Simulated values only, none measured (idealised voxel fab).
Process module, titled voxel fin reveal
Section shown: cut. Width: 285 nm. Cell size: 5 nm, square.
We lay out every cross-section as a grid of square cells and spell it out in bands from the top down, where one band means one or more rows of cells.
Basically the band line says how high the top is and how high the bottom is, in nm, and then what's in it from left to right, every material with its width in nm. Empty space shows up as "blank", and if a single material carries "edge to edge" it runs the full band edge to edge.
Where do heights start? At 0: under that level the wafer as delivered is made of one material only. And the lowest band has no floor; it just carries on downward, as in "0 down".
A two-number width, for instance "30->40", indicates that the width is equal to the first number in the top row of the band and to the second number in the bottom row, and that it changes by a constant amount per row of cells.
"nothing altered", as given for a step, is the statement that not any cell of the cross-section underwent a change during that step.
Under "Enclosed void list" you'll find the enclosed gaps, the ones with no way out to the top, that are 8 cells or bigger; each reads width x height at distance, with distance counted from the left edge, everything in nm.
Whatever follows a step's settings on its line is a remark the simulator itself makes about that step.
You can add "overlay nm" to a step's line. For a step with a mask, it describes how far the mask lay to the right of its planned position, and a negative number describes a lay to the left.
Set out below are the planned steps of the process
1,RECEIVE [material Si]
2,CONFORMAL_DEP [material SiN] [thk nm 10]
3,DIRECTIONAL_DEP [material aC] [thk nm 15]
4,PATTERN [tone cover] [mask id FINS] [material resist] [width nm 15] [pitch nm 40] [thk nm 30] [overlay nm 0]
5,DIRECTIONAL_ETCH [etch materials aC] [depth nm 15]
6,STRIP [etch materials resist]
7,DIRECTIONAL_ETCH [etch materials SiN] [depth nm 10]
8,DIRECTIONAL_ETCH [etch materials Si] [depth nm 35]
9,STRIP [etch materials aC]
10,FILL_DEP [material SiO2] [thk nm 10]
11,CMP [height nm 10]
12,SELECTIVE_ETCH [etch materials SiO2] [depth nm 20]
13,STRIP [etch materials SiN]
14,CONFORMAL_DEP [material HfO2] [thk nm 5]
Here's what the wafer looked like in cross-section when it arrived - that's after step 1
- 0 down: Si edge to edge
- Enclosed void list: none
Wafer cross-section at module end: first of two, run to plan
- 5 to 0: blank (90); HfO2 (25); blank (15); HfO2 (25); blank (15); HfO2 (25); blank (90)
- 0 to -5: blank (90); HfO2 (5); Si (15); HfO2 (5); blank (15); HfO2 (5); Si (15); HfO2 (5); blank (15); HfO2 (5); Si (15); HfO2 (5); blank (90)
- -5 to -10: HfO2 (95); Si (15); HfO2 (25); Si (15); HfO2 (25); Si (15); HfO2 (95)
- -10 to -35: SiO2 (95); Si (15); SiO2 (25); Si (15); SiO2 (25); Si (15); SiO2 (95)
- -35 down: Si edge to edge
- Enclosed void list: none
Cross-section, second wafer: same start as the first, same plan as the first, one mistake in running it; taken at the end of the module
- 5 to 0: blank (90); HfO2 (25); blank (15); HfO2 (25); blank (15); HfO2 (25); blank (90)
- 0 to -5: blank (90); HfO2 (5); Si (15); HfO2 (5); blank (15); HfO2 (5); Si (15); HfO2 (5); blank (15); HfO2 (5); Si (15); HfO2 (5); blank (90)
- -5 to -10: HfO2 (95); Si (15); HfO2 (25); Si (15); HfO2 (25); Si (15); HfO2 (95)
- -10 to -70: SiO2 (95); Si (15); SiO2 (25); Si (15); SiO2 (25); Si (15); SiO2 (95)
- -70 down: Si edge to edge
- Enclosed void list: none
What broke from the plan during processing? step 8 of the plan was executed twice over
The second wafer ends with more or fewer cells of some materials than the first, per final count: Si: 336 fewer; SiO2: 336 more
